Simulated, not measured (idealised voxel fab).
Herein follows the process module entitled voxel wiring stack.
The cross-section on display is named cut; it measures 240 nm wide, and its cells are 5 nm squares.
Cross-sections here: square-cell grids, written as top-down lists of bands, a band being one or more rows of cells.
Heads up on the band format: heights come first, top then bottom, in nm. After that it's the materials left to right, each with its width in nm. A single material flagged "all across" fills the whole band edge to edge, and "empty" means there's empty space there.
The reference from which all heights are counted is 0, the level beneath which the as-received wafer is entirely one material; the lowest band, having no lower bound, proceeds downward and is written after the example "0 and below".
The notation "30->40" denotes a width that varies across the rows of cells in the band, beginning at the first number in the top row, finishing at the second number in the bottom row, and changing by an identical amount from each row to the next.
Take "left unchanged" at face value: in the step it is given for, the cross-section changed in none of its cells.
The list in "Catalogued sealed voids" covers empty spaces of 8 cells or more that cannot reach the top through any open way, and it gives each as width x height at distance; the distance is from the left edge, and width, height and distance are in nm.
Read whatever lies past the settings on a step's line as the simulator's own remark about the step.
You can add "overlay nm" to a step's line. For a step with a mask, it describes how far the mask lay to the right of its planned position, and a negative number describes a lay to the left.
Read each pair as before and after one process step. The after cross-section shows only down to the lowest band that changed. The step between them and its settings are given below the pair. Pairs can come from different runs of this module on the same starting wafer. A pair continues from the pair above only where its "Ahead of processing" entry says so.

AHEAD OF PROCESSING
    75 down to 60  SiO2 (65)  empty (20)  SiO2 (25)  empty (20)  SiO2 (25)  empty (20)  SiO2 (65)
    60 down to 50  SiO2 all across
    50 down to 45  SiCN all across
    45 down to 40  SiCN (60)  Ru (30)  SiCN (15)  Ru (30)  SiCN (15)  Ru (30)  SiCN (60)
    40 down to 35  SiCN (65)  TiN (20)  SiCN (25)  TiN (20)  SiCN (25)  TiN (20)  SiCN (65)
    35 down to 15  lowk all across
    15 down to 0  SiO2 all across
    0 and below  Si all across
    Catalogued sealed voids: none

SECTIONAL VIEW, POST-PROCESS
    95 down to 75  resist (65)  empty (15)  resist (30)  empty (15)  resist (30)  empty (15)  resist (70)
    75 down to 60  SiO2 (65)  empty (15)  resist (5)  SiO2 (25)  empty (15)  resist (5)  SiO2 (25)  empty (15)  resist (5)  SiO2 (65)
    Nothing below the height 60 has changed.
    Catalogued sealed voids: none
In between the cross-sections above, the run called for PATTERN [tone open] [mask id METAL_2_HOLES] [material resist] [width nm 15] [pitch nm 45] [thk nm 20] [overlay nm 0]

Ahead of processing: the pre-step structure is the one depicted after the step in the pair just above.

SECTIONAL VIEW, POST-PROCESS
    95 down to 75  resist (65)  empty (15)  resist (30)  empty (15)  resist (30)  empty (15)  resist (70)
    75 down to 60  SiO2 (65)  empty (15)  resist (5)  SiO2 (25)  empty (15)  resist (5)  SiO2 (25)  empty (15)  resist (5)  SiO2 (65)
    60 down to 50  SiO2 (65)  empty (15)  SiO2 (30)  empty (15)  SiO2 (30)  empty (15)  SiO2 (70)
    Nothing below the height 50 has changed.
    Catalogued sealed voids: none
In between the cross-sections above, the run called for DIRECTIONAL_ETCH [etch materials SiO2] [depth nm 10]

Ahead of processing: the pre-step structure is the one depicted after the step in the pair just above.

SECTIONAL VIEW, POST-PROCESS
    95 down to 75  resist (65)  empty (15)  resist (30)  empty (15)  resist (30)  empty (15)  resist (70)
    75 down to 60  SiO2 (65)  empty (15)  resist (5)  SiO2 (25)  empty (15)  resist (5)  SiO2 (25)  empty (15)  resist (5)  SiO2 (65)
    60 down to 50  SiO2 (65)  empty (15)  SiO2 (30)  empty (15)  SiO2 (30)  empty (15)  SiO2 (70)
    50 down to 45  SiCN (65)  empty (15)  SiCN (30)  empty (15)  SiCN (30)  empty (15)  SiCN (70)
    Nothing below the height 45 has changed.
    Catalogued sealed voids: none
In between the cross-sections above, the run called for DIRECTIONAL_ETCH [etch materials SiCN] [depth nm 5]

Ahead of processing: the pre-step structure is the one depicted after the step in the pair just above.

SECTIONAL VIEW, POST-PROCESS
    75 down to 60  SiO2 (65)  empty (20)  SiO2 (25)  empty (20)  SiO2 (25)  empty (20)  SiO2 (65)
    Nothing below the height 60 has changed.
    Catalogued sealed voids: none
In between the cross-sections above, the run called for STRIP [etch materials resist]

Ahead of processing: the pre-step structure is the one depicted after the step in the pair just above.

SECTIONAL VIEW, POST-PROCESS
    80 down to 75  TiN (70)  empty (10)  TiN (35)  empty (10)  TiN (35)  empty (10)  TiN (70)
    75 down to 65  SiO2 (65)  TiN (5)  empty (10)  TiN (5)  SiO2 (25)  TiN (5)  empty (10)  TiN (5)  SiO2 (25)  TiN (5)  empty (10)  TiN (5)  SiO2 (65)
    65 down to 60  SiO2 (65)  TiN (5)  empty (5)  TiN (10)  SiO2 (25)  TiN (5)  empty (5)  TiN (10)  SiO2 (25)  TiN (5)  empty (5)  TiN (10)  SiO2 (65)
    60 down to 50  SiO2 (65)  TiN (5)  empty (5)  TiN (5)  SiO2 (30)  TiN (5)  empty (5)  TiN (5)  SiO2 (30)  TiN (5)  empty (5)  TiN (5)  SiO2 (70)
    50 down to 45  SiCN (65)  TiN (15)  SiCN (30)  TiN (15)  SiCN (30)  TiN (15)  SiCN (70)
    Nothing below the height 45 has changed.
    Catalogued sealed voids: none
In between the cross-sections above, the run called for CONFORMAL_DEP [material TiN] [thk nm 5]

Ahead of processing: the pre-step structure is the one depicted after the step in the pair just above.

SECTIONAL VIEW, POST-PROCESS
    90 down to 80  Cu all across
    80 down to 75  TiN (70)  Cu (10)  TiN (35)  Cu (10)  TiN (35)  Cu (10)  TiN (70)
    75 down to 65  SiO2 (65)  TiN (5)  Cu (10)  TiN (5)  SiO2 (25)  TiN (5)  Cu (10)  TiN (5)  SiO2 (25)  TiN (5)  Cu (10)  TiN (5)  SiO2 (65)
    65 down to 60  SiO2 (65)  TiN (5)  Cu (5)  TiN (10)  SiO2 (25)  TiN (5)  Cu (5)  TiN (10)  SiO2 (25)  TiN (5)  Cu (5)  TiN (10)  SiO2 (65)
    60 down to 50  SiO2 (65)  TiN (5)  Cu (5)  TiN (5)  SiO2 (30)  TiN (5)  Cu (5)  TiN (5)  SiO2 (30)  TiN (5)  Cu (5)  TiN (5)  SiO2 (70)
    Nothing below the height 50 has changed.
    Catalogued sealed voids: none
In between the cross-sections above, the run called for FILL_DEP [material Cu] [thk nm 10]

Ahead of processing: the pre-step structure is the one depicted after the step in the pair just above.

SECTIONAL VIEW, POST-PROCESS
    75 down to 65  SiO2 (65)  TiN (5)  Cu (10)  TiN (5)  SiO2 (25)  TiN (5)  Cu (10)  TiN (5)  SiO2 (25)  TiN (5)  Cu (10)  TiN (5)  SiO2 (65)
    Nothing below the height 65 has changed.
    Catalogued sealed voids: none
In between the cross-sections above, the run called for CMP [height nm 75]

Ahead of processing: the pre-step structure is the one depicted after the step in the pair just above.

SECTIONAL VIEW, POST-PROCESS
    80 down to 75  SiCN all across
    Nothing below the height 75 has changed.
    Catalogued sealed voids: none
In between the cross-sections above, the run called for CONFORMAL_DEP [material SiCN] [thk nm 5]

Ahead of processing: the pre-step structure is the one depicted after the step in the pair just above.

SECTIONAL VIEW, POST-PROCESS
    110 down to 80  SiO2 all across
    Nothing below the height 80 has changed.
    Catalogued sealed voids: none
In between the cross-sections above, the run called for DIRECTIONAL_DEP [material SiO2] [thk nm 30]

Ahead of processing: the pre-step structure is the one depicted after the step in the pair just above.

SECTIONAL VIEW, POST-PROCESS
    130 down to 110  resist (65)  empty (20)  resist (25)  empty (20)  resist (25)  empty (20)  resist (65)
    Nothing below the height 110 has changed.
    Catalogued sealed voids: none
In between the cross-sections above, the run called for PATTERN [tone open] [mask id METAL_3] [material resist] [width nm 20] [pitch nm 45] [thk nm 20] [overlay nm 0]

Ahead of processing: the pre-step structure is the one depicted after the step in the pair just above.

SECTIONAL VIEW, POST-PROCESS
    130 down to 110  resist (65)  empty (20)  resist (25)  empty (20)  resist (25)  empty (20)  resist (65)
    110 down to 90  SiO2 (65)  empty (20)  SiO2 (25)  empty (20)  SiO2 (25)  empty (20)  SiO2 (65)
    Nothing below the height 90 has changed.
    Catalogued sealed voids: none
In between the cross-sections above, the run called for DIRECTIONAL_ETCH [etch materials SiO2] [depth nm 20]

Ahead of processing: the pre-step structure is the one depicted after the step in the pair just above.

SECTIONAL VIEW, POST-PROCESS
    110 down to 90  SiO2 (65)  empty (20)  SiO2 (25)  empty (20)  SiO2 (25)  empty (20)  SiO2 (65)
    Nothing below the height 90 has changed.
    Catalogued sealed voids: none
In between the cross-sections above, the run called for STRIP [etch materials resist]

Ahead of processing: the pre-step structure is the one depicted after the step in the pair just above.

SECTIONAL VIEW, POST-PROCESS
    110 down to 90  SiO2 (65)  empty (20)  SiO2 (25)  empty (20)  SiO2 (25)  empty (20)  SiO2 (65)
    90 down to 80  SiO2 (65)  empty (15)  SiO2 (30)  empty (15)  SiO2 (30)  empty (15)  SiO2 (70)
    Nothing below the height 80 has changed.
    Catalogued sealed voids: none
In between the cross-sections above, the run called for MASKED_ETCH [tone open] [mask id METAL_3_HOLES] [width nm 15] [pitch nm 45] [etch materials SiO2] [depth nm 10] [overlay nm 0]

Ahead of processing: the pre-step structure is the one depicted after the step in the pair just above.

SECTIONAL VIEW, POST-PROCESS
    110 down to 90  SiO2 (65)  empty (20)  SiO2 (25)  empty (20)  SiO2 (25)  empty (20)  SiO2 (65)
    90 down to 80  SiO2 (65)  empty (15)  SiO2 (30)  empty (15)  SiO2 (30)  empty (15)  SiO2 (70)
    80 down to 75  SiCN (65)  empty (15)  SiCN (30)  empty (15)  SiCN (30)  empty (15)  SiCN (70)
    Nothing below the height 75 has changed.
    Catalogued sealed voids: none
In between the cross-sections above, the run called for MASKED_ETCH [tone open] [mask id METAL_3_HOLES] [width nm 15] [pitch nm 45] [etch materials SiCN] [depth nm 5] [overlay nm 0]

Ahead of processing: the pre-step structure is the one depicted after the step in the pair just above.

SECTIONAL VIEW, POST-PROCESS
    115 down to 110  TiN (70)  empty (10)  TiN (35)  empty (10)  TiN (35)  empty (10)  TiN (70)
    110 down to 95  SiO2 (65)  TiN (5)  empty (10)  TiN (5)  SiO2 (25)  TiN (5)  empty (10)  TiN (5)  SiO2 (25)  TiN (5)  empty (10)  TiN (5)  SiO2 (65)
    95 down to 90  SiO2 (65)  TiN (5)  empty (5)  TiN (10)  SiO2 (25)  TiN (5)  empty (5)  TiN (10)  SiO2 (25)  TiN (5)  empty (5)  TiN (10)  SiO2 (65)
    90 down to 80  SiO2 (65)  TiN (5)  empty (5)  TiN (5)  SiO2 (30)  TiN (5)  empty (5)  TiN (5)  SiO2 (30)  TiN (5)  empty (5)  TiN (5)  SiO2 (70)
    80 down to 75  SiCN (65)  TiN (15)  SiCN (30)  TiN (15)  SiCN (30)  TiN (15)  SiCN (70)
    Nothing below the height 75 has changed.
    Catalogued sealed voids: none
In between the cross-sections above, the run called for CONFORMAL_DEP [material TiN] [thk nm 5]

Ahead of processing: the pre-step structure is the one depicted after the step in the pair just above.

SECTIONAL VIEW, POST-PROCESS
    125 down to 115  Cu all across
    115 down to 110  TiN (70)  Cu (10)  TiN (35)  Cu (10)  TiN (35)  Cu (10)  TiN (70)
    110 down to 95  SiO2 (65)  TiN (5)  Cu (10)  TiN (5)  SiO2 (25)  TiN (5)  Cu (10)  TiN (5)  SiO2 (25)  TiN (5)  Cu (10)  TiN (5)  SiO2 (65)
    95 down to 90  SiO2 (65)  TiN (5)  Cu (5)  TiN (10)  SiO2 (25)  TiN (5)  Cu (5)  TiN (10)  SiO2 (25)  TiN (5)  Cu (5)  TiN (10)  SiO2 (65)
    90 down to 80  SiO2 (65)  TiN (5)  Cu (5)  TiN (5)  SiO2 (30)  TiN (5)  Cu (5)  TiN (5)  SiO2 (30)  TiN (5)  Cu (5)  TiN (5)  SiO2 (70)
    Nothing below the height 80 has changed.
    Catalogued sealed voids: none
In between the cross-sections above, the run called for FILL_DEP [material Cu] [thk nm 10]

Ahead of processing: the pre-step structure is the one depicted after the step in the pair just above.

SECTIONAL VIEW, POST-PROCESS
    110 down to 95  SiO2 (65)  TiN (5)  Cu (10)  TiN (5)  SiO2 (25)  TiN (5)  Cu (10)  TiN (5)  SiO2 (25)  TiN (5)  Cu (10)  TiN (5)  SiO2 (65)
    Nothing below the height 95 has changed.
    Catalogued sealed voids: none
In between the cross-sections above, the run called for CMP [height nm 110]

Ahead of processing: the pre-step structure is the one depicted after the step in the pair just above.

SECTIONAL VIEW, POST-PROCESS
    115 down to 110  SiCN all across
    Nothing below the height 110 has changed.
    Catalogued sealed voids: none
In between the cross-sections above, the run called for CONFORMAL_DEP [material SiCN] [thk nm 5]

AHEAD OF PROCESSING
    75 down to 50  SiO2 all across
    50 down to 45  SiCN all across
    45 down to 40  SiCN (60)  Ru (30)  SiCN (15)  Ru (30)  SiCN (15)  Ru (30)  SiCN (60)
    40 down to 20  lowk (65)  TiN (5)  Cu (10)  TiN (5)  lowk (25)  TiN (5)  Cu (10)  TiN (5)  lowk (25)  TiN (5)  Cu (10)  TiN (5)  lowk (65)
    20 down to 15  SiCN (65)  TiN (20)  SiCN (25)  TiN (20)  SiCN (25)  TiN (20)  SiCN (65)
    15 down to 0  SiO2 all across
    0 and below  Si all across
    Catalogued sealed voids: none

SECTIONAL VIEW, POST-PROCESS
    75 down to 55  SiO2 (65)  empty (20)  SiO2 (25)  empty (20)  SiO2 (25)  empty (20)  SiO2 (65)
    Nothing below the height 55 has changed.
    Catalogued sealed voids: none
In between the cross-sections above, the run called for MASKED_ETCH [tone open] [mask id METAL_2] [width nm 20] [pitch nm 45] [etch materials SiO2] [depth nm 20] [overlay nm 0]

Ahead of processing: the pre-step structure is the one depicted after the step in the pair just above.

SECTIONAL VIEW, POST-PROCESS
    95 down to 75  resist (65)  empty (15)  resist (30)  empty (15)  resist (30)  empty (15)  resist (70)
    75 down to 55  SiO2 (65)  empty (15)  resist (5)  SiO2 (25)  empty (15)  resist (5)  SiO2 (25)  empty (15)  resist (5)  SiO2 (65)
    Nothing below the height 55 has changed.
    Catalogued sealed voids: none
In between the cross-sections above, the run called for PATTERN [tone open] [mask id METAL_2_HOLES] [material resist] [width nm 15] [pitch nm 45] [thk nm 20] [overlay nm 0]

Ahead of processing: the pre-step structure is the one depicted after the step in the pair just above.

SECTIONAL VIEW, POST-PROCESS
    95 down to 75  resist (65)  empty (15)  resist (30)  empty (15)  resist (30)  empty (15)  resist (70)
    75 down to 55  SiO2 (65)  empty (15)  resist (5)  SiO2 (25)  empty (15)  resist (5)  SiO2 (25)  empty (15)  resist (5)  SiO2 (65)
    55 down to 50  SiO2 (65)  empty (15)  SiO2 (30)  empty (15)  SiO2 (30)  empty (15)  SiO2 (70)
    Nothing below the height 50 has changed.
    Catalogued sealed voids: none
In between the cross-sections above, the run called for DIRECTIONAL_ETCH [etch materials SiO2] [depth nm 10]

Ahead of processing: the pre-step structure is the one depicted after the step in the pair just above.

SECTIONAL VIEW, POST-PROCESS
    95 down to 75  resist (65)  empty (15)  resist (30)  empty (15)  resist (30)  empty (15)  resist (70)
    75 down to 55  SiO2 (65)  empty (15)  resist (5)  SiO2 (25)  empty (15)  resist (5)  SiO2 (25)  empty (15)  resist (5)  SiO2 (65)
    55 down to 50  SiO2 (65)  empty (15)  SiO2 (30)  empty (15)  SiO2 (30)  empty (15)  SiO2 (70)
    50 down to 45  SiCN (65)  empty (15)  SiCN (30)  empty (15)  SiCN (30)  empty (15)  SiCN (70)
    Nothing below the height 45 has changed.
    Catalogued sealed voids: none
In between the cross-sections above, the run called for DIRECTIONAL_ETCH [etch materials SiCN] [depth nm 5]

Ahead of processing: the pre-step structure is the one depicted after the step in the pair just above.

SECTIONAL VIEW, POST-PROCESS
    75 down to 55  SiO2 (65)  empty (20)  SiO2 (25)  empty (20)  SiO2 (25)  empty (20)  SiO2 (65)
    Nothing below the height 55 has changed.
    Catalogued sealed voids: none
In between the cross-sections above, the run called for STRIP [etch materials resist]

Ahead of processing: the pre-step structure is the one depicted after the step in the pair just above.

SECTIONAL VIEW, POST-PROCESS
    80 down to 75  TiN (70)  empty (10)  TiN (35)  empty (10)  TiN (35)  empty (10)  TiN (70)
    75 down to 60  SiO2 (65)  TiN (5)  empty (10)  TiN (5)  SiO2 (25)  TiN (5)  empty (10)  TiN (5)  SiO2 (25)  TiN (5)  empty (10)  TiN (5)  SiO2 (65)
    60 down to 50  SiO2 (65)  TiN (5)  empty (5)  TiN (10->5)  SiO2 (25->30)  TiN (5)  empty (5)  TiN (10->5)  SiO2 (25->30)  TiN (5)  empty (5)  TiN (10->5)  SiO2 (65->70)
    50 down to 45  SiCN (65)  TiN (15)  SiCN (30)  TiN (15)  SiCN (30)  TiN (15)  SiCN (70)
    Nothing below the height 45 has changed.
    Catalogued sealed voids: none
In between the cross-sections above, the run called for CONFORMAL_DEP [material TiN] [thk nm 5]

Ahead of processing: the pre-step structure is the one depicted after the step in the pair just above.

SECTIONAL VIEW, POST-PROCESS
    90 down to 80  Cu all across
    80 down to 75  TiN (70)  Cu (10)  TiN (35)  Cu (10)  TiN (35)  Cu (10)  TiN (70)
    75 down to 60  SiO2 (65)  TiN (5)  Cu (10)  TiN (5)  SiO2 (25)  TiN (5)  Cu (10)  TiN (5)  SiO2 (25)  TiN (5)  Cu (10)  TiN (5)  SiO2 (65)
    60 down to 50  SiO2 (65)  TiN (5)  Cu (5)  TiN (10->5)  SiO2 (25->30)  TiN (5)  Cu (5)  TiN (10->5)  SiO2 (25->30)  TiN (5)  Cu (5)  TiN (10->5)  SiO2 (65->70)
    Nothing below the height 50 has changed.
    Catalogued sealed voids: none
In between the cross-sections above, the run called for FILL_DEP [material Cu] [thk nm 10]

Ahead of processing: the pre-step structure is the one depicted after the step in the pair just above.

SECTIONAL VIEW, POST-PROCESS
    75 down to 60  SiO2 (65)  TiN (5)  Cu (10)  TiN (5)  SiO2 (25)  TiN (5)  Cu (10)  TiN (5)  SiO2 (25)  TiN (5)  Cu (10)  TiN (5)  SiO2 (65)
    Nothing below the height 60 has changed.
    Catalogued sealed voids: none
In between the cross-sections above, the run called for CMP [height nm 75]

Ahead of processing: the pre-step structure is the one depicted after the step in the pair just above.

SECTIONAL VIEW, POST-PROCESS
    80 down to 75  SiCN all across
    Nothing below the height 75 has changed.
    Catalogued sealed voids: none
In between the cross-sections above, the run called for CONFORMAL_DEP [material SiCN] [thk nm 5]

Ahead of processing: the pre-step structure is the one depicted after the step in the pair just above.

SECTIONAL VIEW, POST-PROCESS
    110 down to 80  SiO2 all across
    Nothing below the height 80 has changed.
    Catalogued sealed voids: none
In between the cross-sections above, the run called for DIRECTIONAL_DEP [material SiO2] [thk nm 30]

Ahead of processing: the pre-step structure is the one depicted after the step in the pair just above.

SECTIONAL VIEW, POST-PROCESS
    130 down to 110  resist (65)  empty (20)  resist (25)  empty (20)  resist (25)  empty (20)  resist (65)
    Nothing below the height 110 has changed.
    Catalogued sealed voids: none
In between the cross-sections above, the run called for PATTERN [tone open] [mask id METAL_3] [material resist] [width nm 20] [pitch nm 45] [thk nm 20] [overlay nm 0]

Ahead of processing: the pre-step structure is the one depicted after the step in the pair just above.

SECTIONAL VIEW, POST-PROCESS
    130 down to 110  resist (65)  empty (20)  resist (25)  empty (20)  resist (25)  empty (20)  resist (65)
    110 down to 90  SiO2 (65)  empty (20)  SiO2 (25)  empty (20)  SiO2 (25)  empty (20)  SiO2 (65)
    Nothing below the height 90 has changed.
    Catalogued sealed voids: none
In between the cross-sections above, the run called for DIRECTIONAL_ETCH [etch materials SiO2] [depth nm 20]

Ahead of processing: the pre-step structure is the one depicted after the step in the pair just above.

SECTIONAL VIEW, POST-PROCESS
    110 down to 90  SiO2 (65)  empty (20)  SiO2 (25)  empty (20)  SiO2 (25)  empty (20)  SiO2 (65)
    Nothing below the height 90 has changed.
    Catalogued sealed voids: none
In between the cross-sections above, the run called for STRIP [etch materials resist]

Ahead of processing: the pre-step structure is the one depicted after the step in the pair just above.

SECTIONAL VIEW, POST-PROCESS
    110 down to 90  SiO2 (65)  empty (20)  SiO2 (25)  empty (20)  SiO2 (25)  empty (20)  SiO2 (65)
    90 down to 80  SiO2 (65)  empty (15)  SiO2 (30)  empty (15)  SiO2 (30)  empty (15)  SiO2 (70)
    Nothing below the height 80 has changed.
    Catalogued sealed voids: none
In between the cross-sections above, the run called for MASKED_ETCH [tone open] [mask id METAL_3_HOLES] [width nm 15] [pitch nm 45] [etch materials SiO2] [depth nm 10] [overlay nm 0]

Ahead of processing: the pre-step structure is the one depicted after the step in the pair just above.

SECTIONAL VIEW, POST-PROCESS
    110 down to 90  SiO2 (65)  empty (20)  SiO2 (25)  empty (20)  SiO2 (25)  empty (20)  SiO2 (65)
    90 down to 80  SiO2 (65)  empty (15)  SiO2 (30)  empty (15)  SiO2 (30)  empty (15)  SiO2 (70)
    80 down to 75  SiCN (65)  empty (15)  SiCN (30)  empty (15)  SiCN (30)  empty (15)  SiCN (70)
    Nothing below the height 75 has changed.
    Catalogued sealed voids: none
In between the cross-sections above, the run called for MASKED_ETCH [tone open] [mask id METAL_3_HOLES] [width nm 15] [pitch nm 45] [etch materials SiCN] [depth nm 5] [overlay nm 0]

Ahead of processing: the pre-step structure is the one depicted after the step in the pair just above.

SECTIONAL VIEW, POST-PROCESS
    115 down to 110  TiN (70)  empty (10)  TiN (35)  empty (10)  TiN (35)  empty (10)  TiN (70)
    110 down to 95  SiO2 (65)  TiN (5)  empty (10)  TiN (5)  SiO2 (25)  TiN (5)  empty (10)  TiN (5)  SiO2 (25)  TiN (5)  empty (10)  TiN (5)  SiO2 (65)
    95 down to 90  SiO2 (65)  TiN (5)  empty (5)  TiN (10)  SiO2 (25)  TiN (5)  empty (5)  TiN (10)  SiO2 (25)  TiN (5)  empty (5)  TiN (10)  SiO2 (65)
    90 down to 80  SiO2 (65)  TiN (5)  empty (5)  TiN (5)  SiO2 (30)  TiN (5)  empty (5)  TiN (5)  SiO2 (30)  TiN (5)  empty (5)  TiN (5)  SiO2 (70)
    80 down to 75  SiCN (65)  TiN (15)  SiCN (30)  TiN (15)  SiCN (30)  TiN (15)  SiCN (70)
    Nothing below the height 75 has changed.
    Catalogued sealed voids: none
In between the cross-sections above, the run called for CONFORMAL_DEP [material TiN] [thk nm 5]

Ahead of processing: the pre-step structure is the one depicted after the step in the pair just above.

SECTIONAL VIEW, POST-PROCESS
    125 down to 115  Cu all across
    115 down to 110  TiN (70)  Cu (10)  TiN (35)  Cu (10)  TiN (35)  Cu (10)  TiN (70)
    110 down to 95  SiO2 (65)  TiN (5)  Cu (10)  TiN (5)  SiO2 (25)  TiN (5)  Cu (10)  TiN (5)  SiO2 (25)  TiN (5)  Cu (10)  TiN (5)  SiO2 (65)
    95 down to 90  SiO2 (65)  TiN (5)  Cu (5)  TiN (10)  SiO2 (25)  TiN (5)  Cu (5)  TiN (10)  SiO2 (25)  TiN (5)  Cu (5)  TiN (10)  SiO2 (65)
    90 down to 80  SiO2 (65)  TiN (5)  Cu (5)  TiN (5)  SiO2 (30)  TiN (5)  Cu (5)  TiN (5)  SiO2 (30)  TiN (5)  Cu (5)  TiN (5)  SiO2 (70)
    Nothing below the height 80 has changed.
    Catalogued sealed voids: none
In between the cross-sections above, the run called for FILL_DEP [material Cu] [thk nm 10]

Ahead of processing: the pre-step structure is the one depicted after the step in the pair just above.

SECTIONAL VIEW, POST-PROCESS
    110 down to 95  SiO2 (65)  TiN (5)  Cu (10)  TiN (5)  SiO2 (25)  TiN (5)  Cu (10)  TiN (5)  SiO2 (25)  TiN (5)  Cu (10)  TiN (5)  SiO2 (65)
    Nothing below the height 95 has changed.
    Catalogued sealed voids: none
In between the cross-sections above, the run called for CMP [height nm 110]

Ahead of processing: the pre-step structure is the one depicted after the step in the pair just above.

SECTIONAL VIEW, POST-PROCESS
    115 down to 110  SiCN all across
    Nothing below the height 110 has changed.
    Catalogued sealed voids: none
In between the cross-sections above, the run called for CONFORMAL_DEP [material SiCN] [thk nm 5]

AHEAD OF PROCESSING
    110 down to 80  SiO2 all across
    80 down to 75  SiCN all across
    75 down to 65  SiO2 (65)  TiN (5)  Cu (10)  TiN (5)  SiO2 (25)  TiN (5)  Cu (10)  TiN (5)  SiO2 (25)  TiN (5)  Cu (10)  TiN (5)  SiO2 (65)
    65 down to 60  SiO2 (65)  TiN (5)  Cu (5)  TiN (10)  SiO2 (25)  TiN (5)  Cu (5)  TiN (10)  SiO2 (25)  TiN (5)  Cu (5)  TiN (10)  SiO2 (65)
    60 down to 50  SiO2 (65)  TiN (5)  Cu (5)  TiN (5)  SiO2 (30)  TiN (5)  Cu (5)  TiN (5)  SiO2 (30)  TiN (5)  Cu (5)  TiN (5)  SiO2 (70)
    50 down to 45  SiCN (65)  TiN (15)  SiCN (30)  TiN (15)  SiCN (30)  TiN (15)  SiCN (70)
    45 down to 40  SiCN (60)  Ru (30)  SiCN (15)  Ru (30)  SiCN (15)  Ru (30)  SiCN (60)
    40 down to 20  lowk (65)  TiN (5)  Cu (10)  TiN (5)  lowk (25)  TiN (5)  Cu (10)  TiN (5)  lowk (25)  TiN (5)  Cu (10)  TiN (5)  lowk (65)
    20 down to 15  SiCN (65)  TiN (20)  SiCN (25)  TiN (20)  SiCN (25)  TiN (20)  SiCN (65)
    15 down to 0  SiO2 all across
    0 and below  Si all across
    Catalogued sealed voids: none

SECTIONAL VIEW, POST-PROCESS
    130 down to 110  resist (70)  empty (15)  resist (30)  empty (15)  resist (30)  empty (15)  resist (65)
    Nothing below the height 110 has changed.
    Catalogued sealed voids: none
In between the cross-sections above, the run called for PATTERN [tone open] [mask id METAL_3] [material resist] [width nm 15] [pitch nm 45] [thk nm 20] [overlay nm 0]

Ahead of processing: the pre-step structure is the one depicted after the step in the pair just above.

SECTIONAL VIEW, POST-PROCESS
    130 down to 110  resist (70)  empty (15)  resist (30)  empty (15)  resist (30)  empty (15)  resist (65)
    110 down to 90  SiO2 (70)  empty (15)  SiO2 (30)  empty (15)  SiO2 (30)  empty (15)  SiO2 (65)
    Nothing below the height 90 has changed.
    Catalogued sealed voids: none
In between the cross-sections above, the run called for DIRECTIONAL_ETCH [etch materials SiO2] [depth nm 20]

Ahead of processing: the pre-step structure is the one depicted after the step in the pair just above.

SECTIONAL VIEW, POST-PROCESS
    110 down to 90  SiO2 (70)  empty (15)  SiO2 (30)  empty (15)  SiO2 (30)  empty (15)  SiO2 (65)
    Nothing below the height 90 has changed.
    Catalogued sealed voids: none
In between the cross-sections above, the run called for STRIP [etch materials resist]

Ahead of processing: the pre-step structure is the one depicted after the step in the pair just above.

SECTIONAL VIEW, POST-PROCESS
    110 down to 100  SiO2 (65)  empty (20)  SiO2 (25)  empty (20)  SiO2 (25)  empty (20)  SiO2 (65)
    100 down to 90  SiO2 (70)  empty (15)  SiO2 (30)  empty (15)  SiO2 (30)  empty (15)  SiO2 (65)
    90 down to 80  SiO2 (70)  empty (10)  SiO2 (35)  empty (10)  SiO2 (35)  empty (10)  SiO2 (70)
    Nothing below the height 80 has changed.
    Catalogued sealed voids: none
In between the cross-sections above, the run called for MASKED_ETCH [tone open] [mask id METAL_3_HOLES] [width nm 15] [pitch nm 45] [etch materials SiO2] [depth nm 10] [overlay nm 0]

Ahead of processing: the pre-step structure is the one depicted after the step in the pair just above.

SECTIONAL VIEW, POST-PROCESS
    110 down to 100  SiO2 (65)  empty (20)  SiO2 (25)  empty (20)  SiO2 (25)  empty (20)  SiO2 (65)
    100 down to 90  SiO2 (70)  empty (15)  SiO2 (30)  empty (15)  SiO2 (30)  empty (15)  SiO2 (65)
    90 down to 80  SiO2 (70)  empty (10)  SiO2 (35)  empty (10)  SiO2 (35)  empty (10)  SiO2 (70)
    80 down to 75  SiCN (70)  empty (10)  SiCN (35)  empty (10)  SiCN (35)  empty (10)  SiCN (70)
    Nothing below the height 75 has changed.
    Catalogued sealed voids: none
In between the cross-sections above, the run called for MASKED_ETCH [tone open] [mask id METAL_3_HOLES] [width nm 15] [pitch nm 45] [etch materials SiCN] [depth nm 5] [overlay nm 0]

Ahead of processing: the pre-step structure is the one depicted after the step in the pair just above.

SECTIONAL VIEW, POST-PROCESS
    115 down to 110  TiN (70)  empty (10)  TiN (35)  empty (10)  TiN (35)  empty (10)  TiN (70)
    110 down to 100  SiO2 (65)  TiN (5->10)  empty (10->5)  TiN (5)  SiO2 (25)  TiN (5->10)  empty (10->5)  TiN (5)  SiO2 (25)  TiN (5->10)  empty (10->5)  TiN (5)  SiO2 (65)
    100 down to 95  SiO2 (70)  TiN (5)  empty (5)  TiN (5)  SiO2 (30)  TiN (5)  empty (5)  TiN (5)  SiO2 (30)  TiN (5)  empty (5)  TiN (5)  SiO2 (65)
    95 down to 90  SiO2 (70)  TiN (15)  SiO2 (30)  TiN (15)  SiO2 (30)  TiN (15)  SiO2 (65)
    90 down to 80  SiO2 (70)  TiN (10)  SiO2 (35)  TiN (10)  SiO2 (35)  TiN (10)  SiO2 (70)
    80 down to 75  SiCN (70)  TiN (10)  SiCN (35)  TiN (10)  SiCN (35)  TiN (10)  SiCN (70)
    Nothing below the height 75 has changed.
    Catalogued sealed voids: none
In between the cross-sections above, the run called for CONFORMAL_DEP [material TiN] [thk nm 5]

Ahead of processing: the pre-step structure is the one depicted after the step in the pair just above.

SECTIONAL VIEW, POST-PROCESS
    125 down to 115  Cu all across
    115 down to 110  TiN (70)  Cu (10)  TiN (35)  Cu (10)  TiN (35)  Cu (10)  TiN (70)
    110 down to 100  SiO2 (65)  TiN (5->10)  Cu (10->5)  TiN (5)  SiO2 (25)  TiN (5->10)  Cu (10->5)  TiN (5)  SiO2 (25)  TiN (5->10)  Cu (10->5)  TiN (5)  SiO2 (65)
    100 down to 95  SiO2 (70)  TiN (5)  Cu (5)  TiN (5)  SiO2 (30)  TiN (5)  Cu (5)  TiN (5)  SiO2 (30)  TiN (5)  Cu (5)  TiN (5)  SiO2 (65)
    Nothing below the height 95 has changed.
    Catalogued sealed voids: none
In between the cross-sections above, the run called for FILL_DEP [material Cu] [thk nm 10]
